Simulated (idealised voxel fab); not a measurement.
The process module that follows is named voxel plated lines.
The cross-section shown here is cut; it is 175 nm wide and divided into square cells measuring 5 nm on a side.
A cross-section is a grid of square cells, given in bands from the top down. A band is one or more rows of cells.
Look at the band entry: it leads with the top's height and the bottom's height in nm. Then it lists the materials left to right, with a width in nm for each. The word "everywhere" on a single material says that material fills the band edge to edge. The word "air" is empty space.
All heights in this document are referenced to 0, defined as the level beneath which the wafer, as received, consists entirely of one material. The lowest band is not bounded below; it extends indefinitely downward and is written in the form "z 0 and below".
A width such as "30..40" changes by the same amount from each row of cells to the next, from the band's top row to its bottom row.
Basically "remains unaltered" means that step didn't change any cell in the cross-section.
This entry, "Enclosed void listing", enumerates those empty regions of no fewer than 8 cells that possess no open connection to the top. Each region is reported in the form width x height at distance, the distance being taken from the left edge, with all three quantities expressed in nm.
Step line, after settings: the simulator's comment on this step.
When a step includes a mask, the "overlay nm" setting on its line states how far to the right of its planned place that mask lay, and negative values state how far to the left.
[The planned process steps are enumerated hereunder]
- 1: RECEIVE with material Si
- 2: CONFORMAL_DEP with material SiO2, thk nm 5
- 3: DIRECTIONAL_DEP with material TiN, thk nm 5
- 4: PATTERN with tone open, mask id LINES, material resist, width nm 15, pitch nm 40, thk nm 40, overlay nm 0
- 5: EPI with material Ru, thk nm 5
- 6: EPI with material Ru, thk nm 5
- 7: EPI with material Ru, thk nm 10
- 8: STRIP with etch materials resist
- 9: DIRECTIONAL_ETCH with etch materials TiN, depth nm 5
- 10: CONFORMAL_DEP with material SiN, thk nm 10
Keep in mind the plan's value for the width nm of step 4 comes from the first wafer; the wafers don't share that setting, but they do share the same starting point.
[Cut through the first of several wafers as received, post step 1]
> z 0 and below: Si everywhere
> Enclosed void listing: none
[After the module's final step, step 10: the first of several wafers in cross-section]
> z 40 to 30: air: 30; SiN: 35; air: 5; SiN: 35; air: 5; SiN: 35; air: 30
> z 30 to 15: air: 30; SiN: 10; Ru: 15; SiN: 10; air: 5; SiN: 10; Ru: 15; SiN: 10; air: 5; SiN: 10; Ru: 15; SiN: 10; air: 30
> z 15 to 10: SiN: 40; Ru: 15; SiN: 25; Ru: 15; SiN: 25; Ru: 15; SiN: 40
> z 10 to 5: SiN: 40; TiN: 15; SiN: 25; TiN: 15; SiN: 25; TiN: 15; SiN: 40
> z 5 to 0: SiO2 everywhere
> z 0 and below: Si everywhere
> Enclosed void listing: none
[End of module, last wafer sectioned]
> z 40 to 30: air: 25; SiN: 125; air: 25
> z 30 to 15: air: 25; SiN: 10; Ru: 25; SiN: 15; Ru: 25; SiN: 15; Ru: 25; SiN: 10; air: 25
> z 15 to 10: SiN: 35; Ru: 25; SiN: 15; Ru: 25; SiN: 15; Ru: 25; SiN: 35
> z 10 to 5: SiN: 35; TiN: 25; SiN: 15; TiN: 25; SiN: 15; TiN: 25; SiN: 35
> z 5 to 0: SiO2 everywhere
> z 0 and below: Si everywhere
> Enclosed void listing: none
[End of module, by wafer: material-by-material cell gain (+) or loss (-) since receipt, then closed voids]
width nm 15; +36 Ru; +130 SiN; +35 SiO2; +9 TiN; Enclosed void listing: none
width nm 20; +48 Ru; +130 SiN; +35 SiO2; +12 TiN; Enclosed void listing: none
width nm 25; +60 Ru; +120 SiN; +35 SiO2; +15 TiN; Enclosed void listing: none
